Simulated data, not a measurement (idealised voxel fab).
The process module presented herein is designated voxel ribs on slabs.
Shown is cross-section cut, with a width of 140 nm and square cells of size 5 nm.
We lay out every cross-section as a grid of square cells and spell it out in bands from the top down, where one band means one or more rows of cells.
Top height, bottom height, nm. Materials left to right, width each, nm. Single material + "full width" = fills band edge to edge. "air" = empty.
Heights are reckoned from 0. Under this level, the received wafer is all of one material. The bottommost band is open-ended downward, for example "0 down".
Note: "30->40" means the width goes from the first number (top row of the band) to the second number (bottom row) in equal steps per row of cells.
It should be understood that the words "nothing altered", when stated for a given step, signify that the cross-section underwent no change in any of its cells during that step.
In the "Enclosed void catalog" entry, you get each enclosed empty space of 8 cells or more, one with no open way to the top, written width x height at distance, distance from the left edge, in nm.
Past the settings on a step's line: simulator remark, on that step.
"overlay nm" answers the question of how far to the right of plan the mask lay on a step that has a mask, and when it is negative the answer is to the left.

PROCESS STEPS - PLAN
1,op RECEIVE | material Si
2,op DIRECTIONAL_DEP | material SiO2 | thk nm 30
3,op DIRECTIONAL_DEP | material SiN | thk nm 20
4,op MASKED_ETCH | tone cover | mask id RIB | width nm 20 | etch materials SiN | depth nm 5 | overlay nm 0
5,op PATTERN | tone cover | mask id SLAB | material resist | width nm 50 | thk nm 15 | overlay nm 0
6,op DIRECTIONAL_ETCH | etch materials SiN | depth nm 15
7,op STRIP | etch materials resist
8,op FILL_DEP | material SiO2 | thk nm 25
9,op CMP | height nm 65
10,op DIRECTIONAL_DEP | material W | thk nm 10
11,op DIRECTIONAL_DEP | material aC | thk nm 15
12,op PATTERN | tone cover | mask id HEATER | material resist | width nm 30 | thk nm 35 | overlay nm 0
13,op DIRECTIONAL_ETCH | etch materials aC | depth nm 15
14,op STRIP | etch materials resist
15,op DIRECTIONAL_ETCH | etch materials W | depth nm 10
16,op STRIP | etch materials aC
17,op CONFORMAL_DEP | material SiN | thk nm 5

CROSS-SECTION OF THE INCOMING WAFER, STATE AFTER STEP 1
    0 down | Si full width
    Enclosed void catalog: none

WAFER CROSS-SECTION AT MODULE END: FIRST OF TWO, RUN TO PLAN
    80 to 75 | air: 50 | SiN: 40 | air: 50
    75 to 70 | air: 50 | SiN: 5 | W: 30 | SiN: 5 | air: 50
    70 to 65 | SiN: 55 | W: 30 | SiN: 55
    65 to 50 | SiO2 full width
    50 to 45 | SiO2: 60 | SiN: 20 | SiO2: 60
    45 to 30 | SiO2: 45 | SiN: 50 | SiO2: 45
    30 to 0 | SiO2 full width
    0 down | Si full width
    Enclosed void catalog: none

SECOND OF TWO WAFERS, MODULE COMPLETE, SECTIONED: IT SHARES THE FIRST WAFER'S START AND PLAN BUT WAS RUN WITH ONE MISTAKE
    80 to 75 | air: 50 | SiN: 40 | air: 50
    75 to 70 | air: 50 | SiN: 5 | W: 30 | SiN: 5 | air: 50
    70 to 65 | SiN: 55 | W: 30 | SiN: 55
    65 to 50 | SiO2 full width
    50 to 45 | SiO2: 50 | SiN: 20 | SiO2: 70
    45 to 30 | SiO2: 45 | SiN: 50 | SiO2: 45
    30 to 0 | SiO2 full width
    0 down | Si full width
    Enclosed void catalog: none
So what did we get wrong on this run? contrary to plan, step 4 was performed as op MASKED_ETCH | tone cover | mask id RIB | width nm 20 | etch materials SiN | depth nm 5 | overlay nm -10
Final wafers compared: equal cell tally per material, rearranged layout.
